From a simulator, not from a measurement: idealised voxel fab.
This is a process module. Its name is voxel wiring stack.
Cross-sectional view cut (width: 190 nm; square cell size: 5 nm).
This document writes a cross-section as a grid whose cells are square, and gives it as bands, listed from the top down; one or more rows of cells form a band. The entry gives the band's vertical extent as a top height and a bottom height in nm, then its horizontal make-up as materials from left to right, each with a width in nm. "blank" stands for empty space; a single material marked "everywhere" fills the band edge to edge. Height datum 0, below which the as-received substrate wafer is one material. Lowest band open at the bottom, running downward: "0..down". The expression "30->40" gives the width at the extremes of the band, the first number at its top row of cells and the second at its bottom row, with the width changing by equal amounts from each row to the next in between. No cell of the cross-section changed in a step that is given as "identical to before". Under "Closed void inventory" you'll find the enclosed gaps, the ones with no way out to the top, that are 8 cells or bigger; each reads width x height at distance, with distance counted from the left edge, everything in nm. Where a step's line continues beyond its settings, the continuation is a remark by the simulator itself on that step. overlay nm: step with mask; distance mask lay right of planned place; negative value = left of planned place.

[The process steps that were planned are listed below]
1,RECEIVE,material Si
2,CONFORMAL_DEP,material SiO2,thk nm 10
3,CONFORMAL_DEP,material SiCN,thk nm 5
4,DIRECTIONAL_DEP,material SiO2,thk nm 20
5,DIRECTIONAL_DEP,material aC,thk nm 10
6,PATTERN,tone open,mask id METAL_1,material resist,width nm 20,pitch nm 40,thk nm 30,overlay nm 0
7,DIRECTIONAL_ETCH,etch materials aC,depth nm 10
8,STRIP,etch materials resist
9,DIRECTIONAL_ETCH,etch materials SiO2,depth nm 20
10,DIRECTIONAL_ETCH,etch materials SiCN,depth nm 5
11,STRIP,etch materials aC
12,CONFORMAL_DEP,material TiN,thk nm 5
13,FILL_DEP,material Cu,thk nm 5
14,CMP,height nm 35
15,CONFORMAL_DEP,material SiCN,thk nm 5
16,DIRECTIONAL_DEP,material SiO2,thk nm 30
17,DIRECTIONAL_DEP,material aC,thk nm 10
18,PATTERN,tone open,mask id METAL_2,material resist,width nm 20,pitch nm 40,thk nm 30,overlay nm 0
19,DIRECTIONAL_ETCH,etch materials aC,depth nm 10
20,STRIP,etch materials resist
21,DIRECTIONAL_ETCH,etch materials SiO2,depth nm 15
22,STRIP,etch materials aC
23,PATTERN,tone open,mask id METAL_2_HOLES,material resist,width nm 15,pitch nm 80,thk nm 20,overlay nm 0
24,DIRECTIONAL_ETCH,etch materials SiO2,depth nm 15
25,DIRECTIONAL_ETCH,etch materials SiCN,depth nm 5
26,STRIP,etch materials resist
27,CONFORMAL_DEP,material TiN,thk nm 5
28,FILL_DEP,material Ru,thk nm 10
29,CMP,height nm 70
30,CONFORMAL_DEP,material SiN,thk nm 5

[Run as planned: first of two wafers]

[So this is the incoming wafer in cross-section - it's already been through step 1]
	0..down | Si everywhere
	Closed void inventory: none

[After step 2: wafer cross-section]
	10..0 | SiO2 everywhere
	Everything below 0 is unchanged.

[After step 3: wafer cross-section]
	15..10 | SiCN everywhere
	Everything below 10 is unchanged.

[After step 4: wafer cross-section]
	35..15 | SiO2 everywhere
	Everything below 15 is unchanged.

[After step 5: wafer cross-section]
	45..35 | aC everywhere
	Everything below 35 is unchanged.

[After step 6: wafer cross-section]
	75..45 | 25 resist; 20 blank; 20 resist; 20 blank; 20 resist; 20 blank; 20 resist; 20 blank; 25 resist
	Everything below 45 is unchanged.

[After step 7: wafer cross-section]
	65..45 | 25 resist; 20 blank; 20 resist; 20 blank; 20 resist; 20 blank; 20 resist; 20 blank; 25 resist
	45..35 | 25 aC; 20 blank; 20 aC; 20 blank; 20 aC; 20 blank; 20 aC; 20 blank; 25 aC
	Everything below 35 is unchanged.

[After step 8: wafer cross-section]
	45..35 | 25 aC; 20 blank; 20 aC; 20 blank; 20 aC; 20 blank; 20 aC; 20 blank; 25 aC
	Everything below 35 is unchanged.

[After step 9: wafer cross-section]
	45..35 | 25 aC; 20 blank; 20 aC; 20 blank; 20 aC; 20 blank; 20 aC; 20 blank; 25 aC
	35..15 | 25 SiO2; 20 blank; 20 SiO2; 20 blank; 20 SiO2; 20 blank; 20 SiO2; 20 blank; 25 SiO2
	Everything below 15 is unchanged.

[After step 10: wafer cross-section]
	45..35 | 25 aC; 20 blank; 20 aC; 20 blank; 20 aC; 20 blank; 20 aC; 20 blank; 25 aC
	35..15 | 25 SiO2; 20 blank; 20 SiO2; 20 blank; 20 SiO2; 20 blank; 20 SiO2; 20 blank; 25 SiO2
	15..10 | 25 SiCN; 20 blank; 20 SiCN; 20 blank; 20 SiCN; 20 blank; 20 SiCN; 20 blank; 25 SiCN
	Everything below 10 is unchanged.

[After step 11: wafer cross-section]
	35..15 | 25 SiO2; 20 blank; 20 SiO2; 20 blank; 20 SiO2; 20 blank; 20 SiO2; 20 blank; 25 SiO2
	Everything below 15 is unchanged.

[After step 12: wafer cross-section]
	40..35 | 30 TiN; 10 blank; 30 TiN; 10 blank; 30 TiN; 10 blank; 30 TiN; 10 blank; 30 TiN
	35..15 | 25 SiO2; 5 TiN; 10 blank; 5 TiN; 20 SiO2; 5 TiN; 10 blank; 5 TiN; 20 SiO2; 5 TiN; 10 blank; 5 TiN; 20 SiO2; 5 TiN; 10 blank; 5 TiN; 25 SiO2
	15..10 | 25 SiCN; 20 TiN; 20 SiCN; 20 TiN; 20 SiCN; 20 TiN; 20 SiCN; 20 TiN; 25 SiCN
	Everything below 10 is unchanged.

[After step 13: wafer cross-section]
	45..40 | Cu everywhere
	40..35 | 30 TiN; 10 Cu; 30 TiN; 10 Cu; 30 TiN; 10 Cu; 30 TiN; 10 Cu; 30 TiN
	35..15 | 25 SiO2; 5 TiN; 10 Cu; 5 TiN; 20 SiO2; 5 TiN; 10 Cu; 5 TiN; 20 SiO2; 5 TiN; 10 Cu; 5 TiN; 20 SiO2; 5 TiN; 10 Cu; 5 TiN; 25 SiO2
	Everything below 15 is unchanged.

[After step 14: wafer cross-section]
	35..15 | 25 SiO2; 5 TiN; 10 Cu; 5 TiN; 20 SiO2; 5 TiN; 10 Cu; 5 TiN; 20 SiO2; 5 TiN; 10 Cu; 5 TiN; 20 SiO2; 5 TiN; 10 Cu; 5 TiN; 25 SiO2
	Everything below 15 is unchanged.

[After step 15: wafer cross-section]
	40..35 | SiCN everywhere
	Everything below 35 is unchanged.

[After step 16: wafer cross-section]
	70..40 | SiO2 everywhere
	Everything below 40 is unchanged.

[After step 17: wafer cross-section]
	80..70 | aC everywhere
	Everything below 70 is unchanged.

[After step 18: wafer cross-section]
	110..80 | 25 resist; 20 blank; 20 resist; 20 blank; 20 resist; 20 blank; 20 resist; 20 blank; 25 resist
	Everything below 80 is unchanged.

[After step 19: wafer cross-section]
	100..80 | 25 resist; 20 blank; 20 resist; 20 blank; 20 resist; 20 blank; 20 resist; 20 blank; 25 resist
	80..70 | 25 aC; 20 blank; 20 aC; 20 blank; 20 aC; 20 blank; 20 aC; 20 blank; 25 aC
	Everything below 70 is unchanged.

[After step 20: wafer cross-section]
	80..70 | 25 aC; 20 blank; 20 aC; 20 blank; 20 aC; 20 blank; 20 aC; 20 blank; 25 aC
	Everything below 70 is unchanged.

[After step 21: wafer cross-section]
	80..70 | 25 aC; 20 blank; 20 aC; 20 blank; 20 aC; 20 blank; 20 aC; 20 blank; 25 aC
	70..55 | 25 SiO2; 20 blank; 20 SiO2; 20 blank; 20 SiO2; 20 blank; 20 SiO2; 20 blank; 25 SiO2
	Everything below 55 is unchanged.

[After step 22: wafer cross-section]
	70..55 | 25 SiO2; 20 blank; 20 SiO2; 20 blank; 20 SiO2; 20 blank; 20 SiO2; 20 blank; 25 SiO2
	Everything below 55 is unchanged.

[After step 23: wafer cross-section]
	90..70 | 25 resist; 15 blank; 65 resist; 15 blank; 70 resist
	70..55 | 25 SiO2; 15 blank; 5 resist; 20 SiO2; 20 resist; 20 SiO2; 15 blank; 5 resist; 20 SiO2; 20 resist; 25 SiO2
	Everything below 55 is unchanged.

[After step 24: wafer cross-section]
	90..70 | 25 resist; 15 blank; 65 resist; 15 blank; 70 resist
	70..55 | 25 SiO2; 15 blank; 5 resist; 20 SiO2; 20 resist; 20 SiO2; 15 blank; 5 resist; 20 SiO2; 20 resist; 25 SiO2
	55..40 | 25 SiO2; 15 blank; 65 SiO2; 15 blank; 70 SiO2
	Everything below 40 is unchanged.

[After step 25: wafer cross-section]
	90..70 | 25 resist; 15 blank; 65 resist; 15 blank; 70 resist
	70..55 | 25 SiO2; 15 blank; 5 resist; 20 SiO2; 20 resist; 20 SiO2; 15 blank; 5 resist; 20 SiO2; 20 resist; 25 SiO2
	55..40 | 25 SiO2; 15 blank; 65 SiO2; 15 blank; 70 SiO2
	40..35 | 25 SiCN; 15 blank; 65 SiCN; 15 blank; 70 SiCN
	Everything below 35 is unchanged.

[After step 26: wafer cross-section]
	70..55 | 25 SiO2; 20 blank; 20 SiO2; 20 blank; 20 SiO2; 20 blank; 20 SiO2; 20 blank; 25 SiO2
	Everything below 55 is unchanged.

[After step 27: wafer cross-section]
	75..70 | 30 TiN; 10 blank; 30 TiN; 10 blank; 30 TiN; 10 blank; 30 TiN; 10 blank; 30 TiN
	70..60 | 25 SiO2; 5 TiN; 10 blank; 5 TiN; 20 SiO2; 5 TiN; 10 blank; 5 TiN; 20 SiO2; 5 TiN; 10 blank; 5 TiN; 20 SiO2; 5 TiN; 10 blank; 5 TiN; 25 SiO2
	60..55 | 25 SiO2; 5 TiN; 5 blank; 10 TiN; 20 SiO2; 20 TiN; 20 SiO2; 5 TiN; 5 blank; 10 TiN; 20 SiO2; 20 TiN; 25 SiO2
	55..40 | 25 SiO2; 5 TiN; 5 blank; 5 TiN; 65 SiO2; 5 TiN; 5 blank; 5 TiN; 70 SiO2
	40..35 | 25 SiCN; 15 TiN; 65 SiCN; 15 TiN; 70 SiCN
	Everything below 35 is unchanged.

[After step 28: wafer cross-section]
	85..75 | Ru everywhere
	75..70 | 30 TiN; 10 Ru; 30 TiN; 10 Ru; 30 TiN; 10 Ru; 30 TiN; 10 Ru; 30 TiN
	70..60 | 25 SiO2; 5 TiN; 10 Ru; 5 TiN; 20 SiO2; 5 TiN; 10 Ru; 5 TiN; 20 SiO2; 5 TiN; 10 Ru; 5 TiN; 20 SiO2; 5 TiN; 10 Ru; 5 TiN; 25 SiO2
	60..55 | 25 SiO2; 5 TiN; 5 Ru; 10 TiN; 20 SiO2; 20 TiN; 20 SiO2; 5 TiN; 5 Ru; 10 TiN; 20 SiO2; 20 TiN; 25 SiO2
	55..40 | 25 SiO2; 5 TiN; 5 Ru; 5 TiN; 65 SiO2; 5 TiN; 5 Ru; 5 TiN; 70 SiO2
	Everything below 40 is unchanged.

[After step 29: wafer cross-section]
	70..60 | 25 SiO2; 5 TiN; 10 Ru; 5 TiN; 20 SiO2; 5 TiN; 10 Ru; 5 TiN; 20 SiO2; 5 TiN; 10 Ru; 5 TiN; 20 SiO2; 5 TiN; 10 Ru; 5 TiN; 25 SiO2
	Everything below 60 is unchanged.

[After step 30: wafer cross-section]
	75..70 | SiN everywhere
	Everything below 70 is unchanged.

[Wafer two: like wafer one in start and plan, but with one mistake in execution; identical up to and including step 26]

[What the second wafer looks like in cross-section when step 27 should have wrapped up]
	75..70 | 30 aC; 10 blank; 30 aC; 10 blank; 30 aC; 10 blank; 30 aC; 10 blank; 30 aC
	70..60 | 25 SiO2; 5 aC; 10 blank; 5 aC; 20 SiO2; 5 aC; 10 blank; 5 aC; 20 SiO2; 5 aC; 10 blank; 5 aC; 20 SiO2; 5 aC; 10 blank; 5 aC; 25 SiO2
	60..55 | 25 SiO2; 5 aC; 5 blank; 10 aC; 20 SiO2; 20 aC; 20 SiO2; 5 aC; 5 blank; 10 aC; 20 SiO2; 20 aC; 25 SiO2
	55..40 | 25 SiO2; 5 aC; 5 blank; 5 aC; 65 SiO2; 5 aC; 5 blank; 5 aC; 70 SiO2
	40..35 | 25 SiCN; 15 aC; 65 SiCN; 15 aC; 70 SiCN
	Everything below 35 is unchanged.

[What the second wafer looks like in cross-section when step 28 should have wrapped up]
	85..75 | Ru everywhere
	75..70 | 30 aC; 10 Ru; 30 aC; 10 Ru; 30 aC; 10 Ru; 30 aC; 10 Ru; 30 aC
	70..60 | 25 SiO2; 5 aC; 10 Ru; 5 aC; 20 SiO2; 5 aC; 10 Ru; 5 aC; 20 SiO2; 5 aC; 10 Ru; 5 aC; 20 SiO2; 5 aC; 10 Ru; 5 aC; 25 SiO2
	60..55 | 25 SiO2; 5 aC; 5 Ru; 10 aC; 20 SiO2; 20 aC; 20 SiO2; 5 aC; 5 Ru; 10 aC; 20 SiO2; 20 aC; 25 SiO2
	55..40 | 25 SiO2; 5 aC; 5 Ru; 5 aC; 65 SiO2; 5 aC; 5 Ru; 5 aC; 70 SiO2
	Everything below 40 is unchanged.

[What the second wafer looks like in cross-section when step 29 should have wrapped up]
	70..60 | 25 SiO2; 5 aC; 10 Ru; 5 aC; 20 SiO2; 5 aC; 10 Ru; 5 aC; 20 SiO2; 5 aC; 10 Ru; 5 aC; 20 SiO2; 5 aC; 10 Ru; 5 aC; 25 SiO2
	Everything below 60 is unchanged.

[What the second wafer looks like in cross-section when step 30 should have wrapped up]
	75..70 | SiN everywhere
	Everything below 70 is unchanged.
The mistake made against the process plan was this: step 27 was run on a setting that differed from the plan, and what really ran there is CONFORMAL_DEP,material aC,thk nm 5
Bottom line after processing is that, in cells, the second wafer is up or down on some materials versus the first: 48 fewer of TiN; 48 more of aC
